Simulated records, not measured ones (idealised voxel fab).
You're looking at the process module voxel self aligned contacts.
In the cross-section labelled cut, the width is 170 nm and each square cell is 5 nm.
Just so we're on the same page, the cross-sections are grids of square cells, and they're listed out in bands top to bottom, each band one or more rows deep.
Band entry format. Leading values: height of top, height of bottom, nm. Remainder: materials in left-to-right order, each with its width in nm. Special words: "everywhere" on a single material, which then fills the band edge to edge; "empty", empty space.
We count height from 0. Below that, the starting wafer is all one material. The lowest band never ends at the bottom but goes on down; see "0 -> down" for how that is written.
A width given as "30->40" starts at the first number in the band's top row and ends at the second number in its bottom row, shifting by an equal amount at every step from row to row.
Given "nothing changed" for a step, no cell of the cross-section differs between before and after that step.
Basically, "closed voids" tells you about the enclosed voids: empty spaces with no open way to the top, 8 cells or bigger, each written width x height at distance, where distance is from the left edge, all in nm.
Formally, on a step line, whatever follows the settings is a remark that the simulator itself makes on the step.
The line of a step may include "overlay nm". On a step with a mask, this value is how far to the right of its planned place the mask lay. A negative value means the mask lay to the left.
# plan
step 1: RECEIVE | material Si
step 2: OXIDIZE | depth nm 5
step 3: DIRECTIONAL_DEP | material polySi | thk nm 30
step 4: DIRECTIONAL_DEP | material SiN | thk nm 20
step 5: DIRECTIONAL_DEP | material aC | thk nm 15
step 6: PATTERN | tone cover | mask id GATE | material resist | width nm 35 | pitch nm 60 | thk nm 35 | overlay nm 0
step 7: DIRECTIONAL_ETCH | etch materials aC | depth nm 15
step 8: STRIP | etch materials resist
step 9: DIRECTIONAL_ETCH | etch materials SiN | depth nm 20
step 10: DIRECTIONAL_ETCH | etch materials polySi | depth nm 30
step 11: STRIP | etch materials aC
step 12: CONFORMAL_DEP | material SiN | thk nm 5
step 13: DIRECTIONAL_ETCH | etch materials SiN | depth nm 5
step 14: FILL_DEP | material SiO2 | thk nm 10
step 15: CMP | height nm 55
step 16: MASKED_ETCH | tone open | mask id CONTACT | width nm 45 | etch materials SiO2 | depth nm 60 | overlay nm 0
step 17: CONFORMAL_DEP | material TiN | thk nm 5
step 18: FILL_DEP | material W | thk nm 10
step 19: CMP | height nm 55
step 20: CONFORMAL_DEP | material SiN | thk nm 5
# Cross-section of the wafer upon arrival, representing the state reached after step 1
	0 -> down  Si everywhere
	closed voids: none
# The following cross-section depicts the wafer upon conclusion of the module. Processing commenced from the starting condition illustrated above and adhered to the plan illustrated above, save for one mistake in execution
	60 -> 55  SiN everywhere
	55 -> 50  30 of SiO2 | 45 of SiN | 15 of TiN | 45 of SiN | 35 of SiO2
	50 -> 30  SiN everywhere
	30 -> 0  polySi everywhere
	0 -> -5  SiO2 everywhere
	-5 -> down  Si everywhere
	closed voids: none
Error vs. plan: step 4 of the plan was twice carried out
